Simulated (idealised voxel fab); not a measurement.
A process module follows: voxel self aligned vias.
Square cells of 5 nm make up the cross-section cut, whose width is 265 nm.
Square cells in a grid make up a cross-section in this document, and the grid is given as bands, listed from the top down, each one or more rows of cells. A band entry consists of two parts. The first gives the height of the band's top and the height of its bottom, in nm. The rest lists the band's materials from left to right, each with its width in nm. A single material labelled with the word "everywhere" fills the band from edge to edge, and the word "blank" marks empty space. Heights are expressed relative to 0, this being the level below which the as-received wafer comprises one material exclusively. The lowest band is unbounded in the downward direction and is denoted as in "0 down". With a width like "30->40", each row of cells in the band differs from the next by the same amount, the top row carrying the first number and the bottom row the second. Key: "no modifications" - step with no changed cell in the cross-section. The entry "Sealed cavities" lists the empty spaces that cover at least 8 cells and have no open path to the top. Each is written as width x height at distance, where the distance is measured from the left edge and all three values are in nm. Heads up: the bit after the settings on a step's line is the simulator's remark on that step. "overlay nm" answers the question of how far to the right of plan the mask lay on a step that has a mask, and when it is negative the answer is to the left.
**These are the steps we planned for the process**
1,RECEIVE [material Si]
2,CONFORMAL_DEP [material SiO2] [thk nm 10]
3,CONFORMAL_DEP [material SiCN] [thk nm 5]
4,DIRECTIONAL_DEP [material lowk] [thk nm 25]
5,MASKED_ETCH [tone open] [mask id LINES] [width nm 15] [pitch nm 65] [etch materials lowk] [depth nm 25] [overlay nm 0]
6,CONFORMAL_DEP [material TiN] [thk nm 5]
7,FILL_DEP [material W] [thk nm 5]
8,CMP [height nm 40]
9,SELECTIVE_ETCH [etch materials W Ru TiN] [depth nm 10]
10,FILL_DEP [material SiN] [thk nm 10]
11,CMP [height nm 40]
12,DIRECTIONAL_DEP [material lowk] [thk nm 15]
13,DIRECTIONAL_DEP [material aC] [thk nm 15]
14,PATTERN [tone open] [mask id VIAS] [material resist] [width nm 35] [pitch nm 130] [thk nm 30] [overlay nm 0]
15,DIRECTIONAL_ETCH [etch materials aC] [depth nm 15]
16,STRIP [etch materials resist]
17,DIRECTIONAL_ETCH [etch materials lowk] [depth nm 15]
18,DIRECTIONAL_ETCH [etch materials SiN] [depth nm 10]
19,STRIP [etch materials aC]
20,CONFORMAL_DEP [material TiN] [thk nm 5]
21,FILL_DEP [material Cu] [thk nm 5]
22,CMP [height nm 55]
23,CONFORMAL_DEP [material SiCN] [thk nm 5]
Where the wafers of this document differ is in the width nm of step 5; they start out the same, and the plan states the value that applied to the first wafer.
**Incoming state of the first of several wafers in cross-section: after step 1**
- 0 down = Si everywhere
- Sealed cavities: none
**Heads up, this table goes wafer by wafer. A row tells you, at the end of the module, how many cells of each material that wafer has put on (+) or dropped (-) since it was received, and then its closed voids**
width nm 15 | +24 Cu | +106 SiCN | +6 SiN | +106 SiO2 | +51 TiN | +6 W | +337 lowk | Sealed cavities: none
width nm 20 | +28 Cu | +106 SiCN | +8 SiN | +106 SiO2 | +54 TiN | +12 W | +322 lowk | Sealed cavities: none
width nm 25 | +32 Cu | +106 SiCN | +10 SiN | +106 SiO2 | +57 TiN | +18 W | +307 lowk | Sealed cavities: none
width nm 30 | +36 Cu | +106 SiCN | +12 SiN | +106 SiO2 | +60 TiN | +24 W | +292 lowk | Sealed cavities: none
width nm 35 | +40 Cu | +106 SiCN | +14 SiN | +106 SiO2 | +63 TiN | +30 W | +277 lowk | Sealed cavities: none
width nm 40 | +40 Cu | +106 SiCN | +20 SiN | +106 SiO2 | +66 TiN | +36 W | +262 lowk | Sealed cavities: none
